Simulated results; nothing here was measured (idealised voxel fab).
The document below concerns the process module designated voxel capacitor over wiring.
The cross-section on display is named cut; it measures 200 nm wide, and its cells are 5 nm squares.
Cross-section spec: square-cell grid; bands listed top down; each band is one or more rows. The entry gives the band's vertical extent as a top height and a bottom height in nm, then its horizontal make-up as materials from left to right, each with a width in nm. "blank" stands for empty space; a single material marked "all across" fills the band edge to edge. Height datum 0, below which the as-received substrate wafer is one material. Lowest band open at the bottom, running downward: "0 down". Quick explanation for "30 to 40": the width changes in equal steps down the rows of cells, from the first number in the band's top row to the second number in its bottom row. The cross-section has no changed cell in any step marked "nothing altered". "Fully sealed cavities" lists enclosed empty spaces (at least 8 cells, no open path upward to the top), each as width x height at distance from the left edge, in nm. That trailing text on a step's line, after the settings, is the simulator's own remark on the step. Each step line may optionally specify "overlay nm", which for a step with a mask gives the rightward distance between the mask's planned place and where it lay, a negative value indicating the leftward direction.

-- Set out below are the planned steps of the process
1,RECEIVE | material Si
2,CONFORMAL_DEP | material SiO2 | thk nm 15
3,CONFORMAL_DEP | material SiCN | thk nm 5
4,DIRECTIONAL_DEP | material lowk | thk nm 20
5,PATTERN | tone open | mask id METAL_1 | material resist | width nm 20 | pitch nm 70 | thk nm 20 | overlay nm 0
6,DIRECTIONAL_ETCH | etch materials lowk | depth nm 20
7,DIRECTIONAL_ETCH | etch materials SiCN | depth nm 5
8,STRIP | etch materials resist
9,CONFORMAL_DEP | material TiN | thk nm 5
10,FILL_DEP | material Cu | thk nm 10
11,CMP | height nm 40
12,CONFORMAL_DEP | material SiCN | thk nm 5
13,DIRECTIONAL_DEP | material lowk | thk nm 10
14,PATTERN | tone open | mask id PLUG_1 | material resist | width nm 15 | thk nm 15 | overlay nm 0
15,DIRECTIONAL_ETCH | etch materials lowk | depth nm 10
16,DIRECTIONAL_ETCH | etch materials SiCN | depth nm 5
17,STRIP | etch materials resist
18,EPI | material Ru | thk nm 10
19,EPI | material Ru | thk nm 5
20,DIRECTIONAL_DEP | material TiN | thk nm 5
21,DIRECTIONAL_DEP | material SiN | thk nm 5
22,DIRECTIONAL_DEP | material TiN | thk nm 5
23,DIRECTIONAL_DEP | material aC | thk nm 10
24,PATTERN | tone cover | mask id UPPER_PLATE | material resist | width nm 55 | thk nm 30 | overlay nm 0
25,DIRECTIONAL_ETCH | etch materials aC | depth nm 10
26,STRIP | etch materials resist
27,DIRECTIONAL_ETCH | etch materials TiN | depth nm 5
28,DIRECTIONAL_ETCH | etch materials SiN | depth nm 5
29,STRIP | etch materials aC
30,MASKED_ETCH | tone cover | mask id LOWER_PLATE | width nm 65 | etch materials TiN | depth nm 5 | overlay nm 0
31,FILL_DEP | material SiO2 | thk nm 15
32,CMP | height nm 80
33,PATTERN | tone open | mask id PLUG_2 | material resist | width nm 15 | thk nm 20 | overlay nm 0
34,DIRECTIONAL_ETCH | etch materials SiO2 | depth nm 10
35,STRIP | etch materials resist
36,CONFORMAL_DEP | material TiN | thk nm 5
37,FILL_DEP | material Cu | thk nm 10
38,CMP | height nm 80
39,CONFORMAL_DEP | material SiN | thk nm 5

-- Shown in cross-section is the wafer as received, that is, as it stands after step 1
- 0 down: Si all across
- Fully sealed cavities: none

-- The plan above was carried out on the starting structure above with one mistake, and this cross-section shows the wafer at the end of the module
- 85 to 80: SiN all across
- 80 to 75: SiO2 (70)  TiN (5)  Cu (5)  TiN (5)  SiO2 (115)
- 75 to 65: SiO2 (70 to 60)  TiN (15 to 55)  SiO2 (115 to 85)
- 65 to 60: SiO2 (60)  SiN (55)  SiO2 (85)
- 60 to 55: SiO2 (55)  TiN (65)  SiO2 (80)
- 55 to 45: lowk (60)  Ru (15)  lowk (125)
- 45 to 40: SiCN (60)  Ru (15)  SiCN (125)
- 40 to 35: SiCN (55)  TiN (20)  SiCN (50)  TiN (20)  SiCN (55)
- 35 to 15: lowk all across
- 15 to 0: SiO2 all across
- 0 down: Si all across
- Fully sealed cavities: none
Processing error: deviation from plan: step 4 and step 3 executed in one another's positions
